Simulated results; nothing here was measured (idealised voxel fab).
You're looking at the process module voxel transistor to metal.
Cross-section cut spans 175 nm and uses square cells 5 nm in size.
Cross-section = grid of square cells, listed top down in bands; band = one or more rows. Heads up on the band format: heights come first, top then bottom, in nm. After that it's the materials left to right, each with its width in nm. A single material flagged "everywhere" fills the whole band edge to edge, and "blank" means there's empty space there. Convention: height 0 is the level below which the wafer, as received, is all one material. The lowest band does not terminate at the bottom but continues downward, represented as "0 nm and below". So if you see something like "30 to 40" for the width, read it as the top row of the band sitting at the first number and the bottom row at the second, with every row in between moving by the same amount as the last. "no alteration" means the step left every cell of the cross-section as it was. Any empty space of 8 cells or more lacking an open way to the top shows up in "Closed internal voids" as width x height at distance, distance from the left edge, in nm. If you see something after the settings on a step's line, that's the simulator's own remark about that step. "overlay nm" denotes, for a step that has a mask, the displacement of the mask to the right of its planned place, with negative values corresponding to the left.

### So here's the lineup of process steps we planned
1 RECEIVE (material Si)
2 OXIDIZE (depth nm 5)
3 CONFORMAL_DEP (material SiN; thk nm 10)
4 DIRECTIONAL_DEP (material aC; thk nm 10)
5 PATTERN (tone cover; mask id ACTIVE; material resist; width nm 105; thk nm 30; overlay nm 0)
6 DIRECTIONAL_ETCH (etch materials aC; depth nm 10)
7 STRIP (etch materials resist)
8 DIRECTIONAL_ETCH (etch materials SiN; depth nm 10)
9 DIRECTIONAL_ETCH (etch materials SiO2; depth nm 5)
10 DIRECTIONAL_ETCH (etch materials Si; depth nm 25)
11 STRIP (etch materials aC)
12 FILL_DEP (material SiO2; thk nm 15)
13 CMP (height nm 10)
14 SELECTIVE_ETCH (etch materials SiO2; depth nm 5)
15 STRIP (etch materials SiN)
16 SELECTIVE_ETCH (etch materials SiO2; depth nm 5)
17 OXIDIZE (depth nm 5)
18 DIRECTIONAL_DEP (material polySi; thk nm 30)
19 DIRECTIONAL_DEP (material SiCN; thk nm 15)
20 PATTERN (tone cover; mask id GATE; material resist; width nm 15; thk nm 20; overlay nm 0)
21 DIRECTIONAL_ETCH (etch materials SiCN; depth nm 25)
22 DIRECTIONAL_ETCH (etch materials polySi; depth nm 40)
23 STRIP (etch materials resist)
24 CONFORMAL_DEP (material SiO2; thk nm 5)
25 DIRECTIONAL_ETCH (etch materials SiO2; depth nm 5)
26 CONFORMAL_DEP (material SiN; thk nm 10)
27 DIRECTIONAL_ETCH (etch materials SiN; depth nm 10)
28 DIRECTIONAL_ETCH (etch materials SiO2; depth nm 5)
29 DIRECTIONAL_ETCH (etch materials Si; depth nm 15)
30 EPI (material pSi; thk nm 20)
31 FILL_DEP (material SiO2; thk nm 5)
32 CMP (height nm 40)
33 DIRECTIONAL_DEP (material SiO2; thk nm 15)
34 PATTERN (tone open; mask id CONTACT; material resist; width nm 20; pitch nm 65; thk nm 20; overlay nm 0)
35 DIRECTIONAL_ETCH (etch materials SiO2; depth nm 45)
36 STRIP (etch materials resist)
37 CONFORMAL_DEP (material TiN; thk nm 5)
38 FILL_DEP (material Ru; thk nm 5)
39 CMP (height nm 55)
40 DIRECTIONAL_DEP (material TiN; thk nm 5)
41 DIRECTIONAL_DEP (material Ru; thk nm 25)
42 PATTERN (tone cover; mask id METAL_1; material resist; width nm 20; pitch nm 65; thk nm 20; overlay nm 0)
43 DIRECTIONAL_ETCH (etch materials Ru; depth nm 25)
44 DIRECTIONAL_ETCH (etch materials TiN; depth nm 5)
45 STRIP (etch materials resist)
46 FILL_DEP (material SiO2; thk nm 5)
47 CMP (height nm 85)
48 CONFORMAL_DEP (material SiN; thk nm 5)

### Incoming wafer in cross-section (state: after step 1)
> 0 nm and below: Si everywhere
> Closed internal voids: none

### Run as planned - first of the two wafers cross-sectioned at the end of the module
> 90 nm to 85 nm: SiN everywhere
> 85 nm to 60 nm: 45 nm SiO2 | 20 nm Ru | 45 nm SiO2 | 20 nm Ru | 45 nm SiO2
> 60 nm to 55 nm: 45 nm SiO2 | 20 nm TiN | 45 nm SiO2 | 20 nm TiN | 45 nm SiO2
> 55 nm to 40 nm: 45 nm SiO2 | 5 nm TiN | 10 nm Ru | 5 nm TiN | 45 nm SiO2 | 5 nm TiN | 10 nm Ru | 5 nm TiN | 45 nm SiO2
> 40 nm to 25 nm: 45 nm SiO2 | 5 nm TiN | 10 nm Ru | 5 nm TiN | 10 nm SiN | 5 nm SiO2 | 15 nm SiCN | 5 nm SiO2 | 10 nm SiN | 5 nm TiN | 10 nm Ru | 5 nm TiN | 45 nm SiO2
> 25 nm to 15 nm: 45 nm SiO2 | 5 nm TiN | 10 nm Ru | 5 nm TiN | 10 nm SiN | 5 nm SiO2 | 15 nm polySi | 5 nm SiO2 | 10 nm SiN | 5 nm TiN | 10 nm Ru | 5 nm TiN | 45 nm SiO2
> 15 nm to 10 nm: 45 nm SiO2 | 20 nm TiN | 10 nm SiN | 5 nm SiO2 | 15 nm polySi | 5 nm SiO2 | 10 nm SiN | 20 nm TiN | 45 nm SiO2
> 10 nm to 0 nm: 35 nm SiO2 | 30 nm pSi | 10 nm SiN | 5 nm SiO2 | 15 nm polySi | 5 nm SiO2 | 10 nm SiN | 30 nm pSi | 35 nm SiO2
> 0 nm to -5 nm: 35 nm SiO2 | 10 nm SiN | 20 nm pSi | 10 nm SiN | 5 nm SiO2 | 15 nm polySi | 5 nm SiO2 | 10 nm SiN | 20 nm pSi | 10 nm SiN | 35 nm SiO2
> -5 nm to -10 nm: 45 nm SiO2 | 20 nm pSi | 45 nm SiO2 | 20 nm pSi | 45 nm SiO2
> -10 nm to -25 nm: 35 nm SiO2 | 10 nm Si | 20 nm pSi | 45 nm Si | 20 nm pSi | 10 nm Si | 35 nm SiO2
> -25 nm to -30 nm: 35 nm SiO2 | 105 nm Si | 35 nm SiO2
> -30 nm and below: Si everywhere
> Closed internal voids: none

### End of module, second wafer, cross-section. Started like the first, planned like the first, run with one mistake
> 90 nm to 85 nm: SiN everywhere
> 85 nm to 60 nm: 45 nm SiO2 | 20 nm Ru | 45 nm SiO2 | 20 nm Ru | 45 nm SiO2
> 60 nm to 55 nm: 45 nm SiO2 | 20 nm TiN | 45 nm SiO2 | 20 nm TiN | 45 nm SiO2
> 55 nm to 40 nm: 45 nm SiO2 | 5 nm TiN | 10 nm Ru | 5 nm TiN | 45 nm SiO2 | 5 nm TiN | 10 nm Ru | 5 nm TiN | 45 nm SiO2
> 40 nm to 30 nm: 45 nm SiO2 | 5 nm TiN | 10 nm Ru | 5 nm TiN | 10 nm SiN | 5 nm SiO2 | 15 nm SiCN | 5 nm SiO2 | 10 nm SiN | 5 nm TiN | 10 nm Ru | 5 nm TiN | 45 nm SiO2
> 30 nm to 25 nm: 45 nm SiO2 | 20 nm TiN | 10 nm SiN | 5 nm SiO2 | 15 nm SiCN | 5 nm SiO2 | 10 nm SiN | 20 nm TiN | 45 nm SiO2
> 25 nm to 10 nm: 65 nm SiO2 | 10 nm SiN | 5 nm SiO2 | 15 nm polySi | 5 nm SiO2 | 10 nm SiN | 65 nm SiO2
> 10 nm to 0 nm: 35 nm SiO2 | 30 nm pSi | 10 nm SiN | 5 nm SiO2 | 15 nm polySi | 5 nm SiO2 | 10 nm SiN | 30 nm pSi | 35 nm SiO2
> 0 nm to -5 nm: 35 nm SiO2 | 10 nm SiN | 20 nm pSi | 10 nm SiN | 5 nm SiO2 | 15 nm polySi | 5 nm SiO2 | 10 nm SiN | 20 nm pSi | 10 nm SiN | 35 nm SiO2
> -5 nm to -10 nm: 45 nm SiO2 | 20 nm pSi | 45 nm SiO2 | 20 nm pSi | 45 nm SiO2
> -10 nm to -25 nm: 35 nm SiO2 | 10 nm Si | 20 nm pSi | 45 nm Si | 20 nm pSi | 10 nm Si | 35 nm SiO2
> -25 nm to -30 nm: 35 nm SiO2 | 105 nm Si | 35 nm SiO2
> -30 nm and below: Si everywhere
> Closed internal voids: none
So what did we get wrong on this run? plan step 33 was conducted twice
Count the cells at the end and the second wafer has more or fewer of some materials than the first: 12 fewer of Ru | 24 more of SiO2 | 12 fewer of TiN
